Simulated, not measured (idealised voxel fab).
The process module that follows is named voxel self aligned contacts.
240 nm wide, 5 nm square cells: that's cross-section cut.
In this document a cross-section is written as a grid of square cells. It is given as a series of bands, listed from the top down, and a band is one or more rows of cells. Band: top and bottom heights (nm) first, top before bottom; then materials from left to right, widths in nm. "everywhere" marks a sole material filling the band edge to edge. "empty" denotes empty space. Convention: height 0 is the level below which the wafer, as received, is all one material. The lowest band does not terminate at the bottom but continues downward, represented as "from 0 down". The two numbers in a width such as "30->40" mark its ends across the band: the first belongs to the top row of cells, the second to the bottom row, and from each row to the next the width moves by the same amount. A step reported as "no modifications" is a step in which no cell of the cross-section changed. "Trapped voids": sealed empty spaces, 8 cells or more, no open way to top, listed width x height at distance, with distance from the left edge and width, height and distance in nm. Formally, on a step line, whatever follows the settings is a remark that the simulator itself makes on the step. overlay nm, on a step with a mask: how far to the right of its planned place the mask lay; to the left if negative.

-- The steps planned for the process are as follows
1: RECEIVE,material Si
2: OXIDIZE,depth nm 5
3: DIRECTIONAL_DEP,material polySi,thk nm 20
4: DIRECTIONAL_DEP,material SiN,thk nm 15
5: PATTERN,tone cover,mask id GATE,material resist,width nm 30,pitch nm 60,thk nm 20,overlay nm 0
6: DIRECTIONAL_ETCH,etch materials SiN,depth nm 15
7: DIRECTIONAL_ETCH,etch materials polySi,depth nm 20
8: STRIP,etch materials resist
9: CONFORMAL_DEP,material SiN,thk nm 5
10: DIRECTIONAL_ETCH,etch materials SiN,depth nm 5
11: FILL_DEP,material SiO2,thk nm 15
12: CMP,height nm 40
13: PATTERN,tone open,mask id CONTACT,material resist,width nm 40,thk nm 15,overlay nm 0
14: DIRECTIONAL_ETCH,etch materials SiO2,depth nm 45
15: STRIP,etch materials resist
16: CONFORMAL_DEP,material TiN,thk nm 5
17: FILL_DEP,material Ru,thk nm 5
18: CMP,height nm 40
19: CONFORMAL_DEP,material SiCN,thk nm 5

-- Cross-section of the wafer as it came to us, i.e., already through step 1
- from 0 down | Si everywhere
- Trapped voids: none

-- Final wafer profile in cross-section after the module, from the same start and plan as above, with one mistake made during processing
- from 45 to 40 | SiCN everywhere
- from 40 to 35 | SiO2=100; TiN=15; Ru=10; TiN=15; SiO2=100
- from 35 to 20 | SiO2=70; SiN=40; TiN=5; Ru=10; TiN=5; SiN=40; SiO2=70
- from 20 to 15 | SiO2=110; TiN=20; SiO2=110
- from 15 to 0 | polySi everywhere
- from 0 down | Si everywhere
- Trapped voids: none
Misprocessing identified: the processing plan was not followed for steps 2 and 3, which were run with their positions exchanged
